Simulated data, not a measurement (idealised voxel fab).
The name of this process module is voxel self aligned contacts.
Square cell edge 5 nm, section width 195 nm, ID cut.
Cross-sections here: square-cell grids, written as top-down lists of bands, a band being one or more rows of cells.
The entry gives the band's vertical extent as a top height and a bottom height in nm, then its horizontal make-up as materials from left to right, each with a width in nm. "empty" stands for empty space; a single material marked "all across" fills the band edge to edge.
Height datum 0, below which the as-received substrate wafer is one material. Lowest band open at the bottom, running downward: "0 and below".
When a width is written as two numbers, as in "30..40", the first number is the width in the top row of cells of the band and the second is the width in its bottom row, and the width changes by the same amount from each row to the next.
The cross-section has no changed cell in any step marked "everything unchanged".
The label "Completely enclosed voids" introduces a list of the empty spaces, 8 cells or larger, that have no open way up to the top; each entry in it reads width x height at distance, where the distance is taken from the left edge and all three are stated in nm.
It should be noted that, on the line of a given step, the content following the step's settings is a remark produced by the simulator itself with respect to that step.
If you see "overlay nm" on a step's line and that step has a mask, it's telling you how far right of where it was planned the mask ended up; a negative number means it went left instead.

THESE ARE THE STEPS WE PLANNED FOR THE PROCESS
step 1: RECEIVE, material Si
step 2: OXIDIZE, depth nm 5
step 3: DIRECTIONAL_DEP, material polySi, thk nm 30
step 4: DIRECTIONAL_DEP, material SiN, thk nm 25
step 5: PATTERN, tone cover, mask id GATE, material resist, width nm 30, pitch nm 75, thk nm 15, overlay nm 0
step 6: DIRECTIONAL_ETCH, etch materials SiN, depth nm 25
step 7: DIRECTIONAL_ETCH, etch materials polySi, depth nm 30
step 8: STRIP, etch materials resist
step 9: CONFORMAL_DEP, material SiN, thk nm 10
step 10: DIRECTIONAL_ETCH, etch materials SiN, depth nm 10
step 11: FILL_DEP, material SiO2, thk nm 20
step 12: CMP, height nm 65
step 13: MASKED_ETCH, tone open, mask id CONTACT, width nm 55, etch materials SiO2, depth nm 70, overlay nm 0
step 14: CONFORMAL_DEP, material TiN, thk nm 5
step 15: FILL_DEP, material W, thk nm 5
step 16: CMP, height nm 65
step 17: CONFORMAL_DEP, material SiCN, thk nm 5

AS RECEIVED (POST STEP 1): CROSS-SECTION
    0 and below | Si all across
    Completely enclosed voids: none

ONE MISTAKE IN RUNNING THE MODULE, OTHERWISE START AND PLAN AS ABOVE: CROSS-SECTION AT THE END
    70 down to 65 | SiCN all across
    65 down to 55 | SiO2: 70; TiN: 5..25; W: 45..5; TiN: 5..25; SiO2: 70
    55 down to 30 | SiO2: 30; SiN: 60; TiN: 5; W: 5; TiN: 5; SiN: 60; SiO2: 30
    30 down to 0 | SiO2: 30; SiN: 10; polySi: 40; SiN: 10; TiN: 5; W: 5; TiN: 5; SiN: 10; polySi: 40; SiN: 10; SiO2: 30
    0 down to -5 | SiO2: 90; TiN: 15; SiO2: 90
    -5 and below | Si all across
    Completely enclosed voids: none
Where did the run depart from the plan? so step 5 ended up running with a different setting than we planned, it ran as PATTERN, tone cover, mask id GATE, material resist, width nm 40, pitch nm 75, thk nm 15, overlay nm 0
